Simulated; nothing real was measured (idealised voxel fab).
process module | voxel capacitor over wiring
Cross-sectional view cut (width: 210 nm; square cell size: 5 nm).
Bands, listed from the top down, are how a cross-section gets written in this document; the cross-section itself is a grid of square cells, and a band is one or more rows of them. Quick guide to a band line: top height, bottom height (nm) up front; then every material left to right with its width in nm. Only one material and it's marked "edge to edge"? Then it fills the band edge to edge. And "blank" just means empty space. It should be noted that heights are counted from 0, beneath which the wafer as supplied is of one material throughout, and that the lowest band possesses no lower boundary but continues downward, as written in "from 0 down". When a width is written as two numbers, as in "30->40", the first number is the width in the top row of cells of the band and the second is the width in its bottom row, and the width changes by the same amount from each row to the next. Step marked "remained unchanged"? Then no cell in the cross-section changed in it. "Entrapped voids" - sealed voids, min. 8 cells, no opening to top; format: width x height at distance (distance from left edge; nm throughout). Past the settings on a step's line: simulator remark, on that step. What "overlay nm" on a step's line means: if the step has a mask, that mask lay this far to the right of its planned place, or, when the value is negative, to the left.

The following list gives the planned process steps:
- 1: RECEIVE | material Si
- 2: CONFORMAL_DEP | material SiO2 | thk nm 15
- 3: CONFORMAL_DEP | material SiCN | thk nm 5
- 4: DIRECTIONAL_DEP | material SiO2 | thk nm 20
- 5: PATTERN | tone open | mask id METAL_1 | material resist | width nm 20 | pitch nm 80 | thk nm 15 | overlay nm 0
- 6: DIRECTIONAL_ETCH | etch materials SiO2 | depth nm 20
- 7: DIRECTIONAL_ETCH | etch materials SiCN | depth nm 5
- 8: STRIP | etch materials resist
- 9: CONFORMAL_DEP | material TiN | thk nm 5
- 10: FILL_DEP | material W | thk nm 10
- 11: CMP | height nm 40
- 12: EPI | material Ru | thk nm 5
- 13: FILL_DEP | material SiCN | thk nm 5
- 14: DIRECTIONAL_DEP | material lowk | thk nm 15
- 15: MASKED_ETCH | tone open | mask id PLUG_1 | width nm 15 | etch materials lowk | depth nm 15 | overlay nm 0
- 16: MASKED_ETCH | tone open | mask id PLUG_1 | width nm 15 | etch materials SiCN | depth nm 5 | overlay nm 0
- 17: EPI | material Ru | thk nm 10
- 18: EPI | material Ru | thk nm 10
- 19: DIRECTIONAL_DEP | material TiN | thk nm 5
- 20: DIRECTIONAL_DEP | material HfO2 | thk nm 5
- 21: DIRECTIONAL_DEP | material TiN | thk nm 5
- 22: PATTERN | tone cover | mask id UPPER_PLATE | material resist | width nm 65 | thk nm 20 | overlay nm 0
- 23: DIRECTIONAL_ETCH | etch materials TiN | depth nm 5
- 24: DIRECTIONAL_ETCH | etch materials HfO2 | depth nm 5
- 25: STRIP | etch materials resist
- 26: MASKED_ETCH | tone cover | mask id LOWER_PLATE | width nm 75 | etch materials TiN | depth nm 5 | overlay nm 0
- 27: FILL_DEP | material SiO2 | thk nm 20
- 28: CMP | height nm 95
- 29: PATTERN | tone open | mask id PLUG_2 | material resist | width nm 15 | thk nm 20 | overlay nm 0
- 30: DIRECTIONAL_ETCH | etch materials SiO2 | depth nm 15
- 31: STRIP | etch materials resist
- 32: CONFORMAL_DEP | material TiN | thk nm 5
- 33: FILL_DEP | material Cu | thk nm 10
- 34: CMP | height nm 95
- 35: CONFORMAL_DEP | material SiN | thk nm 5

Incoming wafer, cross-sectional view, post step 1:
	from 0 down | Si edge to edge
	Entrapped voids: none

Cross-section: first of two wafers, module finished, run according to plan:
	from 100 to 95 | SiN edge to edge
	from 95 to 85 | 70 SiO2; 5 TiN; 5 Cu; 5 TiN; 125 SiO2
	from 85 to 75 | 70->60 SiO2; 15->65 TiN; 125->85 SiO2
	from 75 to 70 | 60 SiO2; 65 HfO2; 85 SiO2
	from 70 to 65 | 55 SiO2; 75 TiN; 80 SiO2
	from 65 to 50 | 60 lowk; 15 Ru; 135 lowk
	from 50 to 45 | 60 SiCN; 15 Ru; 135 SiCN
	from 45 to 40 | 50 SiCN; 30 Ru; 50 SiCN; 30 Ru; 50 SiCN
	from 40 to 20 | 55 SiO2; 5 TiN; 10 W; 5 TiN; 60 SiO2; 5 TiN; 10 W; 5 TiN; 55 SiO2
	from 20 to 15 | 55 SiCN; 20 TiN; 60 SiCN; 20 TiN; 55 SiCN
	from 15 to 0 | SiO2 edge to edge
	from 0 down | Si edge to edge
	Entrapped voids: none

This is the second of the two wafers, cross-sectioned at the end of the module; it started exactly like the first and was given the same plan, but it was run with one mistake:
	from 100 to 95 | SiN edge to edge
	from 95 to 85 | 70 SiO2; 5 TiN; 5 Cu; 5 TiN; 125 SiO2
	from 85 to 75 | 70->65 SiO2; 15->55 TiN; 125->90 SiO2
	from 75 to 70 | 65 SiO2; 55 HfO2; 90 SiO2
	from 70 to 65 | 55 SiO2; 75 TiN; 80 SiO2
	from 65 to 50 | 60 lowk; 15 Ru; 135 lowk
	from 50 to 45 | 60 SiCN; 15 Ru; 135 SiCN
	from 45 to 40 | 50 SiCN; 30 Ru; 50 SiCN; 30 Ru; 50 SiCN
	from 40 to 20 | 55 SiO2; 5 TiN; 10 W; 5 TiN; 60 SiO2; 5 TiN; 10 W; 5 TiN; 55 SiO2
	from 20 to 15 | 55 SiCN; 20 TiN; 60 SiCN; 20 TiN; 55 SiCN
	from 15 to 0 | SiO2 edge to edge
	from 0 down | Si edge to edge
	Entrapped voids: none
Deviation from plan: step 22 did not happen as planned, as run it was PATTERN | tone cover | mask id UPPER_PLATE | material resist | width nm 55 | thk nm 20 | overlay nm 0
Counted in cells at the end, the second wafer holds more or fewer of these materials than the first: HfO2 -2, SiO2 +4, TiN -2
